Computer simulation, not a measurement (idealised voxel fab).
Process module under the name voxel capacitor over wiring
cross-section cut | 190 nm wide | cells 5 nm
A cross-section is a grid of square cells, given in bands from the top down. A band is one or more rows of cells.
Basically the band line says how high the top is and how high the bottom is, in nm, and then what's in it from left to right, every material with its width in nm. Empty space shows up as "empty", and if a single material carries "everywhere" it runs the full band edge to edge.
Heights from 0 (as-received wafer is one material below). Bottom band endless downward, as "from 0 down".
Graded width ("30..40"): value in top row of band = first number; value in bottom row = second number; row-to-row change constant.
Basically "identical to before" means that step didn't change any cell in the cross-section.
The entry "Enclosed void list" lists the empty spaces that cover at least 8 cells and have no open path to the top. Each is written as width x height at distance, where the distance is measured from the left edge and all three values are in nm.
Whatever follows a step's settings on its line is a remark the simulator itself makes about that step.
overlay nm: mask right of planned place by this much (step with mask). Neg. = left.

# The planned process steps are enumerated hereunder
1. RECEIVE [material Si]
2. CONFORMAL_DEP [material SiO2] [thk nm 10]
3. CONFORMAL_DEP [material SiN] [thk nm 5]
4. DIRECTIONAL_DEP [material lowk] [thk nm 25]
5. PATTERN [tone open] [mask id METAL_1] [material resist] [width nm 30] [pitch nm 80] [thk nm 20] [overlay nm 0]
6. DIRECTIONAL_ETCH [etch materials lowk] [depth nm 25]
7. DIRECTIONAL_ETCH [etch materials SiN] [depth nm 5]
8. STRIP [etch materials resist]
9. CONFORMAL_DEP [material TiN] [thk nm 5]
10. FILL_DEP [material Cu] [thk nm 5]
11. CMP [height nm 40]
12. CONFORMAL_DEP [material SiCN] [thk nm 5]
13. DIRECTIONAL_DEP [material lowk] [thk nm 10]
14. MASKED_ETCH [tone open] [mask id PLUG_1] [width nm 15] [etch materials lowk] [depth nm 10] [overlay nm 0]
15. MASKED_ETCH [tone open] [mask id PLUG_1] [width nm 15] [etch materials SiCN] [depth nm 5] [overlay nm 0]
16. CONFORMAL_DEP [material TiN] [thk nm 5]
17. FILL_DEP [material Ru] [thk nm 10]
18. CMP [height nm 55]
19. DIRECTIONAL_DEP [material TiN] [thk nm 5]
20. DIRECTIONAL_DEP [material SiN] [thk nm 5]
21. DIRECTIONAL_DEP [material TiN] [thk nm 10]
22. MASKED_ETCH [tone cover] [mask id UPPER_PLATE] [width nm 55] [etch materials TiN] [depth nm 10] [overlay nm 0]
23. MASKED_ETCH [tone cover] [mask id UPPER_PLATE] [width nm 55] [etch materials SiN] [depth nm 5] [overlay nm 0]
24. MASKED_ETCH [tone cover] [mask id LOWER_PLATE] [width nm 65] [etch materials TiN] [depth nm 5] [overlay nm 0]
25. FILL_DEP [material SiO2] [thk nm 15]
26. CMP [height nm 85]
27. MASKED_ETCH [tone open] [mask id PLUG_2] [width nm 15] [etch materials SiO2] [depth nm 10] [overlay nm 0]
28. CONFORMAL_DEP [material TiN] [thk nm 5]
29. FILL_DEP [material Ru] [thk nm 10]
30. CMP [height nm 85]
31. CONFORMAL_DEP [material SiN] [thk nm 5]

# Concerning the first of two wafers, which was run in accordance with the plan

# Cross-sectional view of the wafer in its as-received condition, corresponding to the state after step 1
from 0 down = Si everywhere
Enclosed void list: none

# Cross-section: wafer state after step 2
from 10 to 0 = SiO2 everywhere
For the remainder of the cross-section, below 0, there is no change.

# Cross-section: wafer state after step 3
from 15 to 10 = SiN everywhere
For the remainder of the cross-section, below 10, there is no change.

# Cross-section: wafer state after step 4
from 40 to 15 = lowk everywhere
For the remainder of the cross-section, below 15, there is no change.

# Cross-section: wafer state after step 5
from 60 to 40 = 40 of resist | 30 of empty | 50 of resist | 30 of empty | 40 of resist
For the remainder of the cross-section, below 40, there is no change.

# Cross-section: wafer state after step 6
from 60 to 40 = 40 of resist | 30 of empty | 50 of resist | 30 of empty | 40 of resist
from 40 to 15 = 40 of lowk | 30 of empty | 50 of lowk | 30 of empty | 40 of lowk
For the remainder of the cross-section, below 15, there is no change.

# Cross-section: wafer state after step 7
from 60 to 40 = 40 of resist | 30 of empty | 50 of resist | 30 of empty | 40 of resist
from 40 to 15 = 40 of lowk | 30 of empty | 50 of lowk | 30 of empty | 40 of lowk
from 15 to 10 = 40 of SiN | 30 of empty | 50 of SiN | 30 of empty | 40 of SiN
For the remainder of the cross-section, below 10, there is no change.

# Cross-section: wafer state after step 8
from 40 to 15 = 40 of lowk | 30 of empty | 50 of lowk | 30 of empty | 40 of lowk
For the remainder of the cross-section, below 15, there is no change.

# Cross-section: wafer state after step 9
from 45 to 40 = 45 of TiN | 20 of empty | 60 of TiN | 20 of empty | 45 of TiN
from 40 to 15 = 40 of lowk | 5 of TiN | 20 of empty | 5 of TiN | 50 of lowk | 5 of TiN | 20 of empty | 5 of TiN | 40 of lowk
from 15 to 10 = 40 of SiN | 30 of TiN | 50 of SiN | 30 of TiN | 40 of SiN
For the remainder of the cross-section, below 10, there is no change.

# Cross-section: wafer state after step 10
from 50 to 45 = Cu everywhere
from 45 to 40 = 45 of TiN | 20 of Cu | 60 of TiN | 20 of Cu | 45 of TiN
from 40 to 15 = 40 of lowk | 5 of TiN | 20 of Cu | 5 of TiN | 50 of lowk | 5 of TiN | 20 of Cu | 5 of TiN | 40 of lowk
For the remainder of the cross-section, below 15, there is no change.

# Cross-section: wafer state after step 11
from 40 to 15 = 40 of lowk | 5 of TiN | 20 of Cu | 5 of TiN | 50 of lowk | 5 of TiN | 20 of Cu | 5 of TiN | 40 of lowk
For the remainder of the cross-section, below 15, there is no change.

# Cross-section: wafer state after step 12
from 45 to 40 = SiCN everywhere
For the remainder of the cross-section, below 40, there is no change.

# Cross-section: wafer state after step 13
from 55 to 45 = lowk everywhere
For the remainder of the cross-section, below 45, there is no change.

# Cross-section: wafer state after step 14
from 55 to 45 = 55 of lowk | 15 of empty | 120 of lowk
For the remainder of the cross-section, below 45, there is no change.

# Cross-section: wafer state after step 15
from 55 to 45 = 55 of lowk | 15 of empty | 120 of lowk
from 45 to 40 = 55 of SiCN | 15 of empty | 120 of SiCN
For the remainder of the cross-section, below 40, there is no change.

# Cross-section: wafer state after step 16
from 60 to 55 = 60 of TiN | 5 of empty | 125 of TiN
from 55 to 45 = 55 of lowk | 5 of TiN | 5 of empty | 5 of TiN | 120 of lowk
from 45 to 40 = 55 of SiCN | 15 of TiN | 120 of SiCN
For the remainder of the cross-section, below 40, there is no change.

# Cross-section: wafer state after step 17
from 70 to 60 = Ru everywhere
from 60 to 55 = 60 of TiN | 5 of Ru | 125 of TiN
from 55 to 45 = 55 of lowk | 5 of TiN | 5 of Ru | 5 of TiN | 120 of lowk
For the remainder of the cross-section, below 45, there is no change.

# Cross-section: wafer state after step 18
from 55 to 45 = 55 of lowk | 5 of TiN | 5 of Ru | 5 of TiN | 120 of lowk
For the remainder of the cross-section, below 45, there is no change.

# Cross-section: wafer state after step 19
from 60 to 55 = TiN everywhere
For the remainder of the cross-section, below 55, there is no change.

# Cross-section: wafer state after step 20
from 65 to 60 = SiN everywhere
For the remainder of the cross-section, below 60, there is no change.

# Cross-section: wafer state after step 21
from 75 to 65 = TiN everywhere
For the remainder of the cross-section, below 65, there is no change.

# Cross-section: wafer state after step 22
from 75 to 65 = 55 of empty | 55 of TiN | 80 of empty
For the remainder of the cross-section, below 65, there is no change.

# Cross-section: wafer state after step 23
from 75 to 65 = 55 of empty | 55 of TiN | 80 of empty
from 65 to 60 = 55 of empty | 55 of SiN | 80 of empty
For the remainder of the cross-section, below 60, there is no change.

# Cross-section: wafer state after step 24
from 75 to 65 = 55 of empty | 55 of TiN | 80 of empty
from 65 to 60 = 55 of empty | 55 of SiN | 80 of empty
from 60 to 55 = 50 of empty | 65 of TiN | 75 of empty
For the remainder of the cross-section, below 55, there is no change.

# Cross-section: wafer state after step 25
from 90 to 75 = SiO2 everywhere
from 75 to 65 = 55 of SiO2 | 55 of TiN | 80 of SiO2
from 65 to 60 = 55 of SiO2 | 55 of SiN | 80 of SiO2
from 60 to 55 = 50 of SiO2 | 65 of TiN | 75 of SiO2
For the remainder of the cross-section, below 55, there is no change.

# Cross-section: wafer state after step 26
from 85 to 75 = SiO2 everywhere
For the remainder of the cross-section, below 75, there is no change.

# Cross-section: wafer state after step 27
from 85 to 75 = 65 of SiO2 | 15 of empty | 110 of SiO2
For the remainder of the cross-section, below 75, there is no change.

# Cross-section: wafer state after step 28
from 90 to 85 = 70 of TiN | 5 of empty | 115 of TiN
from 85 to 80 = 65 of SiO2 | 5 of TiN | 5 of empty | 5 of TiN | 110 of SiO2
from 80 to 75 = 65 of SiO2 | 15 of TiN | 110 of SiO2
For the remainder of the cross-section, below 75, there is no change.

# Cross-section: wafer state after step 29
from 100 to 90 = Ru everywhere
from 90 to 85 = 70 of TiN | 5 of Ru | 115 of TiN
from 85 to 80 = 65 of SiO2 | 5 of TiN | 5 of Ru | 5 of TiN | 110 of SiO2
For the remainder of the cross-section, below 80, there is no change.

# Cross-section: wafer state after step 30
from 85 to 80 = 65 of SiO2 | 5 of TiN | 5 of Ru | 5 of TiN | 110 of SiO2
For the remainder of the cross-section, below 80, there is no change.

# Cross-section: wafer state after step 31
from 90 to 85 = SiN everywhere
For the remainder of the cross-section, below 85, there is no change.

# Regarding the second of the two wafers: it shared the first wafer's starting condition and process plan, yet one error occurred during its execution. Its history coincides with that of the first wafer up to and including step 4

# The second wafer cut through, at the time step 5 was supposed to be finished
from 60 to 40 = 40 of resist | 35 of empty | 45 of resist | 35 of empty | 35 of resist
For the remainder of the cross-section, below 40, there is no change.

# The second wafer cut through, at the time step 6 was supposed to be finished
from 60 to 40 = 40 of resist | 35 of empty | 45 of resist | 35 of empty | 35 of resist
from 40 to 15 = 40 of lowk | 35 of empty | 45 of lowk | 35 of empty | 35 of lowk
For the remainder of the cross-section, below 15, there is no change.

# The second wafer cut through, at the time step 7 was supposed to be finished
from 60 to 40 = 40 of resist | 35 of empty | 45 of resist | 35 of empty | 35 of resist
from 40 to 15 = 40 of lowk | 35 of empty | 45 of lowk | 35 of empty | 35 of lowk
from 15 to 10 = 40 of SiN | 35 of empty | 45 of SiN | 35 of empty | 35 of SiN
For the remainder of the cross-section, below 10, there is no change.

# The second wafer cut through, at the time step 8 was supposed to be finished
from 40 to 15 = 40 of lowk | 35 of empty | 45 of lowk | 35 of empty | 35 of lowk
For the remainder of the cross-section, below 15, there is no change.

# The second wafer cut through, at the time step 9 was supposed to be finished
from 45 to 40 = 45 of TiN | 25 of empty | 55 of TiN | 25 of empty | 40 of TiN
from 40 to 15 = 40 of lowk | 5 of TiN | 25 of empty | 5 of TiN | 45 of lowk | 5 of TiN | 25 of empty | 5 of TiN | 35 of lowk
from 15 to 10 = 40 of SiN | 35 of TiN | 45 of SiN | 35 of TiN | 35 of SiN
For the remainder of the cross-section, below 10, there is no change.

# The second wafer cut through, at the time step 10 was supposed to be finished
from 50 to 45 = Cu everywhere
from 45 to 40 = 45 of TiN | 25 of Cu | 55 of TiN | 25 of Cu | 40 of TiN
from 40 to 15 = 40 of lowk | 5 of TiN | 25 of Cu | 5 of TiN | 45 of lowk | 5 of TiN | 25 of Cu | 5 of TiN | 35 of lowk
For the remainder of the cross-section, below 15, there is no change.

# The second wafer cut through, at the time step 11 was supposed to be finished
from 40 to 15 = 40 of lowk | 5 of TiN | 25 of Cu | 5 of TiN | 45 of lowk | 5 of TiN | 25 of Cu | 5 of TiN | 35 of lowk
For the remainder of the cross-section, below 15, there is no change.

# The second wafer cut through, at the time step 12 was supposed to be finished
from 45 to 40 = SiCN everywhere
For the remainder of the cross-section, below 40, there is no change.

# The second wafer cut through, at the time step 13 was supposed to be finished
from 55 to 45 = lowk everywhere
For the remainder of the cross-section, below 45, there is no change.

# The second wafer cut through, at the time step 14 was supposed to be finished
from 55 to 45 = 55 of lowk | 15 of empty | 120 of lowk
For the remainder of the cross-section, below 45, there is no change.

# The second wafer cut through, at the time step 15 was supposed to be finished
from 55 to 45 = 55 of lowk | 15 of empty | 120 of lowk
from 45 to 40 = 55 of SiCN | 15 of empty | 120 of SiCN
For the remainder of the cross-section, below 40, there is no change.

# The second wafer cut through, at the time step 16 was supposed to be finished
from 60 to 55 = 60 of TiN | 5 of empty | 125 of TiN
from 55 to 45 = 55 of lowk | 5 of TiN | 5 of empty | 5 of TiN | 120 of lowk
from 45 to 40 = 55 of SiCN | 15 of TiN | 120 of SiCN
For the remainder of the cross-section, below 40, there is no change.

# The second wafer cut through, at the time step 17 was supposed to be finished
from 70 to 60 = Ru everywhere
from 60 to 55 = 60 of TiN | 5 of Ru | 125 of TiN
from 55 to 45 = 55 of lowk | 5 of TiN | 5 of Ru | 5 of TiN | 120 of lowk
For the remainder of the cross-section, below 45, there is no change.

# The second wafer cut through, at the time step 18 was supposed to be finished
from 55 to 45 = 55 of lowk | 5 of TiN | 5 of Ru | 5 of TiN | 120 of lowk
For the remainder of the cross-section, below 45, there is no change.

# The second wafer cut through, at the time step 19 was supposed to be finished
from 60 to 55 = TiN everywhere
For the remainder of the cross-section, below 55, there is no change.

# The second wafer cut through, at the time step 20 was supposed to be finished
from 65 to 60 = SiN everywhere
For the remainder of the cross-section, below 60, there is no change.

# The second wafer cut through, at the time step 21 was supposed to be finished
from 75 to 65 = TiN everywhere
For the remainder of the cross-section, below 65, there is no change.

# The second wafer cut through, at the time step 22 was supposed to be finished
from 75 to 65 = 55 of empty | 55 of TiN | 80 of empty
For the remainder of the cross-section, below 65, there is no change.

# The second wafer cut through, at the time step 23 was supposed to be finished
from 75 to 65 = 55 of empty | 55 of TiN | 80 of empty
from 65 to 60 = 55 of empty | 55 of SiN | 80 of empty
For the remainder of the cross-section, below 60, there is no change.

# The second wafer cut through, at the time step 24 was supposed to be finished
from 75 to 65 = 55 of empty | 55 of TiN | 80 of empty
from 65 to 60 = 55 of empty | 55 of SiN | 80 of empty
from 60 to 55 = 50 of empty | 65 of TiN | 75 of empty
For the remainder of the cross-section, below 55, there is no change.

# The second wafer cut through, at the time step 25 was supposed to be finished
from 90 to 75 = SiO2 everywhere
from 75 to 65 = 55 of SiO2 | 55 of TiN | 80 of SiO2
from 65 to 60 = 55 of SiO2 | 55 of SiN | 80 of SiO2
from 60 to 55 = 50 of SiO2 | 65 of TiN | 75 of SiO2
For the remainder of the cross-section, below 55, there is no change.

# The second wafer cut through, at the time step 26 was supposed to be finished
from 85 to 75 = SiO2 everywhere
For the remainder of the cross-section, below 75, there is no change.

# The second wafer cut through, at the time step 27 was supposed to be finished
from 85 to 75 = 65 of SiO2 | 15 of empty | 110 of SiO2
For the remainder of the cross-section, below 75, there is no change.

# The second wafer cut through, at the time step 28 was supposed to be finished
from 90 to 85 = 70 of TiN | 5 of empty | 115 of TiN
from 85 to 80 = 65 of SiO2 | 5 of TiN | 5 of empty | 5 of TiN | 110 of SiO2
from 80 to 75 = 65 of SiO2 | 15 of TiN | 110 of SiO2
For the remainder of the cross-section, below 75, there is no change.

# The second wafer cut through, at the time step 29 was supposed to be finished
from 100 to 90 = Ru everywhere
from 90 to 85 = 70 of TiN | 5 of Ru | 115 of TiN
from 85 to 80 = 65 of SiO2 | 5 of TiN | 5 of Ru | 5 of TiN | 110 of SiO2
For the remainder of the cross-section, below 80, there is no change.

# The second wafer cut through, at the time step 30 was supposed to be finished
from 85 to 80 = 65 of SiO2 | 5 of TiN | 5 of Ru | 5 of TiN | 110 of SiO2
For the remainder of the cross-section, below 80, there is no change.

# The second wafer cut through, at the time step 31 was supposed to be finished
from 90 to 85 = SiN everywhere
For the remainder of the cross-section, below 85, there is no change.
Error vs. plan: step 5 ran with different settings than intended, the actual operation and settings being PATTERN [tone open] [mask id METAL_1] [material resist] [width nm 35] [pitch nm 80] [thk nm 20] [overlay nm 0]
Materials where the second wafer ends with more or fewer cells than the first: Cu: 10 more, SiN: 2 fewer, TiN: 2 more, lowk: 10 fewer
